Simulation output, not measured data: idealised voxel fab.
This section sets out a process module, namely voxel capacitor over wiring.
Section cut is 280 nm wide and gridded with 5 nm square cells.
In what follows, cross-sections appear as grids of square cells, described through bands that run from the top down, where every band is one or more rows of cells.
Per band: top height and bottom height in nm, followed by the left-to-right materials and their widths in nm; "edge to edge" marks a single material spanning edge to edge, "empty" marks empty space.
Height 0 is the level under which the wafer as received is all one material. The lowest band goes on downwards, as in "0 nm and below".
Quick explanation for "30->40": the width changes in equal steps down the rows of cells, from the first number in the band's top row to the second number in its bottom row.
Reading "no alterations made" for a step: not a cell of the cross-section changed in it.
Closed-off voids of 8+ cells (no open route to the top) go in "Voids, fully enclosed", written width x height at distance from the left edge, in nm.
Note: text after step settings on the step line = simulator remark on that step.
A step line may carry the setting "overlay nm", which, for steps involving a mask, states the distance by which the mask lay to the right of its intended position; negative values denote displacement to the left.
Pairs, read this way: before one process step on the one hand, after it on the other, the after cross-section ending at the lowest band that changed; the step between, settings included, beneath. Same starting wafer throughout, but possibly different runs of this module, so no pair continues from the pair above unless its entry headed "Prior to step" says so.
# Prior to step
  75 nm to 70 nm  empty 100; TiN 55; empty 125
  70 nm to 65 nm  empty 100; Al2O3 55; empty 125
  65 nm to 55 nm  empty 95; TiN 65; empty 120
  55 nm to 45 nm  SiO2 105; TiN 5; Ru 5; TiN 5; SiO2 160
  45 nm to 40 nm  SiCN 105; TiN 15; SiCN 160
  40 nm to 20 nm  lowk 85; TiN 5; W 20; TiN 5; lowk 50; TiN 5; W 20; TiN 5; lowk 85
  20 nm to 15 nm  SiN 85; TiN 30; SiN 50; TiN 30; SiN 85
  15 nm to 0 nm  SiO2 edge to edge
  0 nm and below  Si edge to edge
  Voids, fully enclosed: none
# Resulting Cross-Section
  90 nm to 75 nm  SiO2 edge to edge
  75 nm to 70 nm  SiO2 100; TiN 55; SiO2 125
  70 nm to 65 nm  SiO2 100; Al2O3 55; SiO2 125
  65 nm to 55 nm  SiO2 95; TiN 65; SiO2 120
  All layers under 55 are left as they were.
  Voids, fully enclosed: none
Step, pre vs post cross-sections above: FILL_DEP with material SiO2, thk nm 15
Prior to step: the wafer arrives at this step looking as the after cross-section in the pair just above shows it.
# Resulting Cross-Section
  85 nm to 75 nm  SiO2 edge to edge
  All layers under 75 are left as they were.
  Voids, fully enclosed: none
Step, pre vs post cross-sections above: CMP with height nm 85
Prior to step: the wafer arrives at this step looking as the after cross-section in the pair just above shows it.
# Resulting Cross-Section
  100 nm to 85 nm  resist 110; empty 15; resist 155
  All layers under 85 are left as they were.
  Voids, fully enclosed: none
Step, pre vs post cross-sections above: PATTERN with tone open, mask id PLUG_2, material resist, width nm 15, thk nm 15, overlay nm 0
Prior to step: the wafer arrives at this step looking as the after cross-section in the pair just above shows it.
# Resulting Cross-Section
  100 nm to 85 nm  resist 110; empty 15; resist 155
  85 nm to 75 nm  SiO2 110; empty 15; SiO2 155
  All layers under 75 are left as they were.
  Voids, fully enclosed: none
Step, pre vs post cross-sections above: DIRECTIONAL_ETCH with etch materials SiO2, depth nm 10
Prior to step: the wafer arrives at this step looking as the after cross-section in the pair just above shows it.
# Resulting Cross-Section
  85 nm to 75 nm  SiO2 110; empty 15; SiO2 155
  All layers under 75 are left as they were.
  Voids, fully enclosed: none
Step, pre vs post cross-sections above: STRIP with etch materials resist
Prior to step: the wafer arrives at this step looking as the after cross-section in the pair just above shows it.
# Resulting Cross-Section
  90 nm to 85 nm  TiN 115; empty 5; TiN 160
  85 nm to 80 nm  SiO2 110; TiN 5; empty 5; TiN 5; SiO2 155
  80 nm to 70 nm  SiO2 110->100; TiN 15->55; SiO2 155->125
  All layers under 70 are left as they were.
  Voids, fully enclosed: none
Step, pre vs post cross-sections above: CONFORMAL_DEP with material TiN, thk nm 5
Prior to step: the wafer arrives at this step looking as the after cross-section in the pair just above shows it.
# Resulting Cross-Section
  95 nm to 90 nm  Cu edge to edge
  90 nm to 85 nm  TiN 115; Cu 5; TiN 160
  85 nm to 80 nm  SiO2 110; TiN 5; Cu 5; TiN 5; SiO2 155
  All layers under 80 are left as they were.
  Voids, fully enclosed: none
Step, pre vs post cross-sections above: FILL_DEP with material Cu, thk nm 5
Prior to step: the wafer arrives at this step looking as the after cross-section in the pair just above shows it.
# Resulting Cross-Section
  85 nm to 80 nm  SiO2 110; TiN 5; Cu 5; TiN 5; SiO2 155
  All layers under 80 are left as they were.
  Voids, fully enclosed: none
Step, pre vs post cross-sections above: CMP with height nm 85
Prior to step: the wafer arrives at this step looking as the after cross-section in the pair just above shows it.
# Resulting Cross-Section
  90 nm to 85 nm  SiCN edge to edge
  All layers under 85 are left as they were.
  Voids, fully enclosed: none
Step, pre vs post cross-sections above: CONFORMAL_DEP with material SiCN, thk nm 5
# Prior to step
  45 nm to 40 nm  TiN 90; empty 20; TiN 60; empty 20; TiN 90
  40 nm to 20 nm  lowk 85; TiN 5; empty 20; TiN 5; lowk 50; TiN 5; empty 20; TiN 5; lowk 85
  20 nm to 15 nm  SiN 85; TiN 30; SiN 50; TiN 30; SiN 85
  15 nm to 0 nm  SiO2 edge to edge
  0 nm and below  Si edge to edge
  Voids, fully enclosed: none
# Resulting Cross-Section
  50 nm to 45 nm  Ru edge to edge
  45 nm to 40 nm  TiN 90; Ru 20; TiN 60; Ru 20; TiN 90
  40 nm to 20 nm  lowk 85; TiN 5; Ru 20; TiN 5; lowk 50; TiN 5; Ru 20; TiN 5; lowk 85
  All layers under 20 are left as they were.
  Voids, fully enclosed: none
Step, pre vs post cross-sections above: FILL_DEP with material Ru, thk nm 5
Prior to step: the wafer arrives at this step looking as the after cross-section in the pair just above shows it.
# Resulting Cross-Section
  40 nm to 20 nm  lowk 85; TiN 5; Ru 20; TiN 5; lowk 50; TiN 5; Ru 20; TiN 5; lowk 85
  All layers under 20 are left as they were.
  Voids, fully enclosed: none
Step, pre vs post cross-sections above: CMP with height nm 40
Prior to step: the wafer arrives at this step looking as the after cross-section in the pair just above shows it.
# Resulting Cross-Section
  45 nm to 40 nm  SiCN edge to edge
  All layers under 40 are left as they were.
  Voids, fully enclosed: none
Step, pre vs post cross-sections above: CONFORMAL_DEP with material SiCN, thk nm 5
Prior to step: the wafer arrives at this step looking as the after cross-section in the pair just above shows it.
# Resulting Cross-Section
  55 nm to 45 nm  SiO2 edge to edge
  All layers under 45 are left as they were.
  Voids, fully enclosed: none
Step, pre vs post cross-sections above: DIRECTIONAL_DEP with material SiO2, thk nm 10
Prior to step: the wafer arrives at this step looking as the after cross-section in the pair just above shows it.
# Resulting Cross-Section
  65 nm to 55 nm  aC edge to edge
  All layers under 55 are left as they were.
  Voids, fully enclosed: none
Step, pre vs post cross-sections above: DIRECTIONAL_DEP with material aC, thk nm 10
Prior to step: the wafer arrives at this step looking as the after cross-section in the pair just above shows it.
# Resulting Cross-Section
  95 nm to 65 nm  resist 100; empty 15; resist 165
  All layers under 65 are left as they were.
  Voids, fully enclosed: none
Step, pre vs post cross-sections above: PATTERN with tone open, mask id PLUG_1, material resist, width nm 15, thk nm 30, overlay nm 0
Prior to step: the wafer arrives at this step looking as the after cross-section in the pair just above shows it.
# Resulting Cross-Section
  85 nm to 65 nm  resist 100; empty 15; resist 165
  65 nm to 55 nm  aC 100; empty 15; aC 165
  All layers under 55 are left as they were.
  Voids, fully enclosed: none
Step, pre vs post cross-sections above: DIRECTIONAL_ETCH with etch materials aC, depth nm 10
Prior to step: the wafer arrives at this step looking as the after cross-section in the pair just above shows it.
# Resulting Cross-Section
  65 nm to 55 nm  aC 100; empty 15; aC 165
  All layers under 55 are left as they were.
  Voids, fully enclosed: none
Step, pre vs post cross-sections above: STRIP with etch materials resist
Prior to step: the wafer arrives at this step looking as the after cross-section in the pair just above shows it.
# Resulting Cross-Section
  65 nm to 55 nm  aC 100; empty 15; aC 165
  55 nm to 45 nm  SiO2 100; empty 15; SiO2 165
  All layers under 45 are left as they were.
  Voids, fully enclosed: none
Step, pre vs post cross-sections above: DIRECTIONAL_ETCH with etch materials SiO2, depth nm 10
Prior to step: the wafer arrives at this step looking as the after cross-section in the pair just above shows it.
# Resulting Cross-Section
  65 nm to 55 nm  aC 100; empty 15; aC 165
  55 nm to 45 nm  SiO2 100; empty 15; SiO2 165
  45 nm to 40 nm  SiCN 100; empty 15; SiCN 165
  All layers under 40 are left as they were.
  Voids, fully enclosed: none
Step, pre vs post cross-sections above: DIRECTIONAL_ETCH with etch materials SiCN, depth nm 5
Prior to step: the wafer arrives at this step looking as the after cross-section in the pair just above shows it.
# Resulting Cross-Section
  55 nm to 45 nm  SiO2 100; empty 15; SiO2 165
  All layers under 45 are left as they were.
  Voids, fully enclosed: none
Step, pre vs post cross-sections above: STRIP with etch materials aC
Prior to step: the wafer arrives at this step looking as the after cross-section in the pair just above shows it.
# Resulting Cross-Section
  60 nm to 55 nm  TiN 105; empty 5; TiN 170
  55 nm to 45 nm  SiO2 100; TiN 5; empty 5; TiN 5; SiO2 165
  45 nm to 40 nm  SiCN 100; TiN 15; SiCN 165
  All layers under 40 are left as they were.
  Voids, fully enclosed: none
Step, pre vs post cross-sections above: CONFORMAL_DEP with material TiN, thk nm 5
Prior to step: the wafer arrives at this step looking as the after cross-section in the pair just above shows it.
# Resulting Cross-Section
  65 nm to 60 nm  Ru edge to edge
  60 nm to 55 nm  TiN 105; Ru 5; TiN 170
  55 nm to 45 nm  SiO2 100; TiN 5; Ru 5; TiN 5; SiO2 165
  All layers under 45 are left as they were.
  Voids, fully enclosed: none
Step, pre vs post cross-sections above: FILL_DEP with material Ru, thk nm 5
Prior to step: the wafer arrives at this step looking as the after cross-section in the pair just above shows it.
# Resulting Cross-Section
  55 nm to 45 nm  SiO2 100; TiN 5; Ru 5; TiN 5; SiO2 165
  All layers under 45 are left as they were.
  Voids, fully enclosed: none
Step, pre vs post cross-sections above: CMP with height nm 55
Prior to step: the wafer arrives at this step looking as the after cross-section in the pair just above shows it.
# Resulting Cross-Section
  65 nm to 55 nm  TiN edge to edge
  All layers under 55 are left as they were.
  Voids, fully enclosed: none
Step, pre vs post cross-sections above: DIRECTIONAL_DEP with material TiN, thk nm 10
Prior to step: the wafer arrives at this step looking as the after cross-section in the pair just above shows it.
# Resulting Cross-Section
  70 nm to 65 nm  Al2O3 edge to edge
  All layers under 65 are left as they were.
  Voids, fully enclosed: none
Step, pre vs post cross-sections above: DIRECTIONAL_DEP with material Al2O3, thk nm 5
Prior to step: the wafer arrives at this step looking as the after cross-section in the pair just above shows it.
# Resulting Cross-Section
  75 nm to 70 nm  TiN edge to edge
  All layers under 70 are left as they were.
  Voids, fully enclosed: none
Step, pre vs post cross-sections above: DIRECTIONAL_DEP with material TiN, thk nm 5
Prior to step: the wafer arrives at this step looking as the after cross-section in the pair just above shows it.
# Resulting Cross-Section
  75 nm to 70 nm  empty 100; TiN 55; empty 125
  All layers under 70 are left as they were.
  Voids, fully enclosed: none
Step, pre vs post cross-sections above: MASKED_ETCH with tone cover, mask id UPPER_PLATE, width nm 55, etch materials TiN, depth nm 5, overlay nm 0
Prior to step: the wafer arrives at this step looking as the after cross-section in the pair just above shows it.
# Resulting Cross-Section
  75 nm to 70 nm  empty 100; TiN 55; empty 125
  70 nm to 65 nm  empty 100; Al2O3 55; empty 125
  All layers under 65 are left as they were.
  Voids, fully enclosed: none
Step, pre vs post cross-sections above: MASKED_ETCH with tone cover, mask id UPPER_PLATE, width nm 55, etch materials Al2O3, depth nm 5, overlay nm 0
Prior to step: the wafer arrives at this step looking as the after cross-section in the pair just above shows it.
# Resulting Cross-Section
  90 nm to 75 nm  empty 95; resist 65; empty 120
  75 nm to 70 nm  empty 95; resist 5; TiN 55; resist 5; empty 120
  70 nm to 65 nm  empty 95; resist 5; Al2O3 55; resist 5; empty 120
  All layers under 65 are left as they were.
  Voids, fully enclosed: none
Step, pre vs post cross-sections above: PATTERN with tone cover, mask id LOWER_PLATE, material resist, width nm 65, thk nm 15, overlay nm 0
Prior to step: the wafer arrives at this step looking as the after cross-section in the pair just above shows it.
# Resulting Cross-Section
  90 nm to 75 nm  empty 95; resist 65; empty 120
  75 nm to 70 nm  empty 95; resist 5; TiN 55; resist 5; empty 120
  70 nm to 65 nm  empty 95; resist 5; Al2O3 55; resist 5; empty 120
  65 nm to 55 nm  empty 95; TiN 65; empty 120
  All layers under 55 are left as they were.
  Voids, fully enclosed: none
Step, pre vs post cross-sections above: DIRECTIONAL_ETCH with etch materials TiN, depth nm 10
Prior to step: the wafer arrives at this step looking as the after cross-section in the pair just above shows it.
# Resulting Cross-Section
  75 nm to 70 nm  empty 100; TiN 55; empty 125
  70 nm to 65 nm  empty 100; Al2O3 55; empty 125
  All layers under 65 are left as they were.
  Voids, fully enclosed: none
Step, pre vs post cross-sections above: STRIP with etch materials resist
Prior to step: the wafer arrives at this step looking as the after cross-section in the pair just above shows it.
# Resulting Cross-Section
  90 nm to 75 nm  SiO2 edge to edge
  75 nm to 70 nm  SiO2 100; TiN 55; SiO2 125
  70 nm to 65 nm  SiO2 100; Al2O3 55; SiO2 125
  65 nm to 55 nm  SiO2 95; TiN 65; SiO2 120
  All layers under 55 are left as they were.
  Voids, fully enclosed: none
Step, pre vs post cross-sections above: FILL_DEP with material SiO2, thk nm 15
Prior to step: the wafer arrives at this step looking as the after cross-section in the pair just above shows it.
# Resulting Cross-Section
  85 nm to 75 nm  SiO2 edge to edge
  All layers under 75 are left as they were.
  Voids, fully enclosed: none
Step, pre vs post cross-sections above: CMP with height nm 85
Prior to step: the wafer arrives at this step looking as the after cross-section in the pair just above shows it.
# Resulting Cross-Section
  100 nm to 85 nm  resist 110; empty 15; resist 155
  All layers under 85 are left as they were.
  Voids, fully enclosed: none
Step, pre vs post cross-sections above: PATTERN with tone open, mask id PLUG_2, material resist, width nm 15, thk nm 15, overlay nm 0
Prior to step: the wafer arrives at this step looking as the after cross-section in the pair just above shows it.
# Resulting Cross-Section
  100 nm to 85 nm  resist 110; empty 15; resist 155
  85 nm to 75 nm  SiO2 110; empty 15; SiO2 155
  All layers under 75 are left as they were.
  Voids, fully enclosed: none
Step, pre vs post cross-sections above: DIRECTIONAL_ETCH with etch materials SiO2, depth nm 10
Prior to step: the wafer arrives at this step looking as the after cross-section in the pair just above shows it.
# Resulting Cross-Section
  85 nm to 75 nm  SiO2 110; empty 15; SiO2 155
  All layers under 75 are left as they were.
  Voids, fully enclosed: none
Step, pre vs post cross-sections above: STRIP with etch materials resist
Prior to step: the wafer arrives at this step looking as the after cross-section in the pair just above shows it.
# Resulting Cross-Section
  90 nm to 85 nm  TiN 115; empty 5; TiN 160
  85 nm to 80 nm  SiO2 110; TiN 5; empty 5; TiN 5; SiO2 155
  80 nm to 70 nm  SiO2 110->100; TiN 15->55; SiO2 155->125
  All layers under 70 are left as they were.
  Voids, fully enclosed: none
Step, pre vs post cross-sections above: CONFORMAL_DEP with material TiN, thk nm 5
Prior to step: the wafer arrives at this step looking as the after cross-section in the pair just above shows it.
# Resulting Cross-Section
  95 nm to 90 nm  Cu edge to edge
  90 nm to 85 nm  TiN 115; Cu 5; TiN 160
  85 nm to 80 nm  SiO2 110; TiN 5; Cu 5; TiN 5; SiO2 155
  All layers under 80 are left as they were.
  Voids, fully enclosed: none
Step, pre vs post cross-sections above: FILL_DEP with material Cu, thk nm 5
Prior to step: the wafer arrives at this step looking as the after cross-section in the pair just above shows it.
# Resulting Cross-Section
  85 nm to 80 nm  SiO2 110; TiN 5; Cu 5; TiN 5; SiO2 155
  All layers under 80 are left as they were.
  Voids, fully enclosed: none
Step, pre vs post cross-sections above: CMP with height nm 85
Prior to step: the wafer arrives at this step looking as the after cross-section in the pair just above shows it.
# Resulting Cross-Section
  90 nm to 85 nm  SiCN edge to edge
  All layers under 85 are left as they were.
  Voids, fully enclosed: none
Step, pre vs post cross-sections above: CONFORMAL_DEP with material SiCN, thk nm 5
# Prior to step
  85 nm to 75 nm  SiO2 edge to edge
  75 nm to 70 nm  SiO2 100; TiN 55; SiO2 125
  70 nm to 65 nm  SiO2 100; Al2O3 55; SiO2 125
  65 nm to 55 nm  SiO2 95; TiN 65; SiO2 120
  55 nm to 45 nm  SiO2 100; TiN 5; Ru 5; TiN 5; SiO2 165
  45 nm to 40 nm  SiCN 100; TiN 15; SiCN 165
  40 nm to 20 nm  lowk 85; TiN 5; W 20; TiN 5; lowk 50; TiN 5; W 20; TiN 5; lowk 85
  20 nm to 15 nm  SiN 85; TiN 30; SiN 50; TiN 30; SiN 85
  15 nm to 0 nm  SiO2 edge to edge
  0 nm and below  Si edge to edge
  Voids, fully enclosed: none
# Resulting Cross-Section
  100 nm to 85 nm  empty 110; resist 15; empty 155
  All layers under 85 are left as they were.
  Voids, fully enclosed: none
Step, pre vs post cross-sections above: PATTERN with tone cover, mask id PLUG_2, material resist, width nm 15, thk nm 15, overlay nm 0
Prior to step: the wafer arrives at this step looking as the after cross-section in the pair just above shows it.
# Resulting Cross-Section
  100 nm to 85 nm  empty 110; resist 15; empty 155
  85 nm to 75 nm  empty 110; SiO2 15; empty 155
  All layers under 75 are left as they were.
  Voids, fully enclosed: none
Step, pre vs post cross-sections above: DIRECTIONAL_ETCH with etch materials SiO2, depth nm 10
Prior to step: the wafer arrives at this step looking as the after cross-section in the pair just above shows it.
# Resulting Cross-Section
  85 nm to 75 nm  empty 110; SiO2 15; empty 155
  All layers under 75 are left as they were.
  Voids, fully enclosed: none
Step, pre vs post cross-sections above: STRIP with etch materials resist
Prior to step: the wafer arrives at this step looking as the after cross-section in the pair just above shows it.
# Resulting Cross-Section
  90 nm to 85 nm  empty 105; TiN 25; empty 150
  85 nm to 80 nm  empty 105; TiN 5; SiO2 15; TiN 5; empty 150
  80 nm to 75 nm  TiN 110; SiO2 15; TiN 155
  All layers under 75 are left as they were.
  Voids, fully enclosed: none
Step, pre vs post cross-sections above: CONFORMAL_DEP with material TiN, thk nm 5
Prior to step: the wafer arrives at this step looking as the after cross-section in the pair just above shows it.
# Resulting Cross-Section
  95 nm to 90 nm  Cu edge to edge
  90 nm to 85 nm  Cu 105; TiN 25; Cu 150
  85 nm to 80 nm  Cu 105; TiN 5; SiO2 15; TiN 5; Cu 150
  All layers under 80 are left as they were.
  Voids, fully enclosed: none
Step, pre vs post cross-sections above: FILL_DEP with material Cu, thk nm 5
Prior to step: the wafer arrives at this step looking as the after cross-section in the pair just above shows it.
# Resulting Cross-Section
  85 nm to 80 nm  Cu 105; TiN 5; SiO2 15; TiN 5; Cu 150
  All layers under 80 are left as they were.
  Voids, fully enclosed: none
Step, pre vs post cross-sections above: CMP with height nm 85
Prior to step: the wafer arrives at this step looking as the after cross-section in the pair just above shows it.
# Resulting Cross-Section
  90 nm to 85 nm  SiCN edge to edge
  All layers under 85 are left as they were.
  Voids, fully enclosed: none
Step, pre vs post cross-sections above: CONFORMAL_DEP with material SiCN, thk nm 5
